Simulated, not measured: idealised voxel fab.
A process module follows: voxel self aligned contacts.
Cross-section cut: width 230 nm, square cells of 5 nm.
Square cells in a grid make up a cross-section in this document, and the grid is given as bands, listed from the top down, each one or more rows of cells. The entry gives the band's vertical extent as a top height and a bottom height in nm, then its horizontal make-up as materials from left to right, each with a width in nm. "air" stands for empty space; a single material marked "everywhere" fills the band edge to edge. Heads up on the height convention: 0 is the point under which the incoming wafer is all one material, and the lowest band has no bottom, it just keeps going down, like "top 0, no bottom". You'd read "30->40" like this: the band's top row of cells is as wide as the first number, its bottom row is as wide as the second, and going down, every row changes width by the same amount as the row before did. The designation "remained unchanged", where it is given for a processing step, indicates that no cell of the cross-section was altered in the course of that step. Empty spaces without an open route to the top, at least 8 cells in extent, make up the entry "Closed empty spaces"; each is given as width x height at distance, where the distance is measured from the left edge, and all are in nm. Note: text after step settings on the step line = simulator remark on that step. "overlay nm", when on a step's line for a step with a mask, measures how far to the right of its planned place the mask lay; a negative measure means to the left.
Process steps - plan:
1) RECEIVE with material Si
2) CONFORMAL_DEP with material SiO2, thk nm 5
3) DIRECTIONAL_DEP with material polySi, thk nm 20
4) DIRECTIONAL_DEP with material SiN, thk nm 15
5) DIRECTIONAL_DEP with material aC, thk nm 15
6) PATTERN with tone cover, mask id GATE, material resist, width nm 25, pitch nm 50, thk nm 30, overlay nm 0
7) DIRECTIONAL_ETCH with etch materials aC, depth nm 15
8) STRIP with etch materials resist
9) DIRECTIONAL_ETCH with etch materials SiN, depth nm 15
10) DIRECTIONAL_ETCH with etch materials polySi, depth nm 20
11) STRIP with etch materials aC
12) CONFORMAL_DEP with material SiN, thk nm 5
13) DIRECTIONAL_ETCH with etch materials SiN, depth nm 5
14) FILL_DEP with material SiO2, thk nm 15
15) CMP with height nm 50
16) PATTERN with tone open, mask id CONTACT, material resist, width nm 35, thk nm 15, overlay nm 0
17) DIRECTIONAL_ETCH with etch materials SiO2, depth nm 50
18) STRIP with etch materials resist
19) CONFORMAL_DEP with material TiN, thk nm 5
20) FILL_DEP with material Ru, thk nm 10
21) CMP with height nm 50
22) CONFORMAL_DEP with material SiN, thk nm 5
So this is the incoming wafer in cross-section - it's already been through step 1:
- top 0, no bottom: Si everywhere
- Closed empty spaces: none
Cross-section, first of two wafers, end of module, run as planned:
- top 55, bottom 50: SiN everywhere
- top 50, bottom 40: SiO2 95 nm / TiN 5->15 nm / Ru 25->5 nm / TiN 5->15 nm / SiO2 100 nm
- top 40, bottom 25: SiO2 70 nm / SiN 35 nm / TiN 5 nm / Ru 5 nm / TiN 5 nm / SiN 35 nm / SiO2 75 nm
- top 25, bottom 5: SiO2 70 nm / SiN 5 nm / polySi 25 nm / SiN 5 nm / TiN 5 nm / Ru 5 nm / TiN 5 nm / SiN 5 nm / polySi 25 nm / SiN 5 nm / SiO2 75 nm
- top 5, bottom 0: SiO2 105 nm / TiN 15 nm / SiO2 110 nm
- top 0, no bottom: Si everywhere
- Closed empty spaces: none
Second of two wafers, module complete, sectioned: it shares the first wafer's start and plan but was run with one mistake:
- top 55, bottom 50: SiN everywhere
- top 50, bottom 45: SiO2 70 nm / SiN 35 nm / TiN 5 nm / Ru 5 nm / TiN 5 nm / SiN 35 nm / SiO2 75 nm
- top 45, bottom 40: SiO2 70 nm / SiN 35 nm / TiN 15 nm / SiN 35 nm / SiO2 75 nm
- top 40, bottom 25: SiN everywhere
- top 25, bottom 5: polySi everywhere
- top 5, bottom 0: SiO2 everywhere
- top 0, no bottom: Si everywhere
- Closed empty spaces: none
Heads up, the wafer didn't run the way we planned it: yeah, plan step 4 got run twice
End of process, cell counts, second wafer against first, materials with more or fewer: Ru: 12 fewer | SiN: 108 more | SiO2: 220 fewer | TiN: 20 fewer | polySi: 144 more
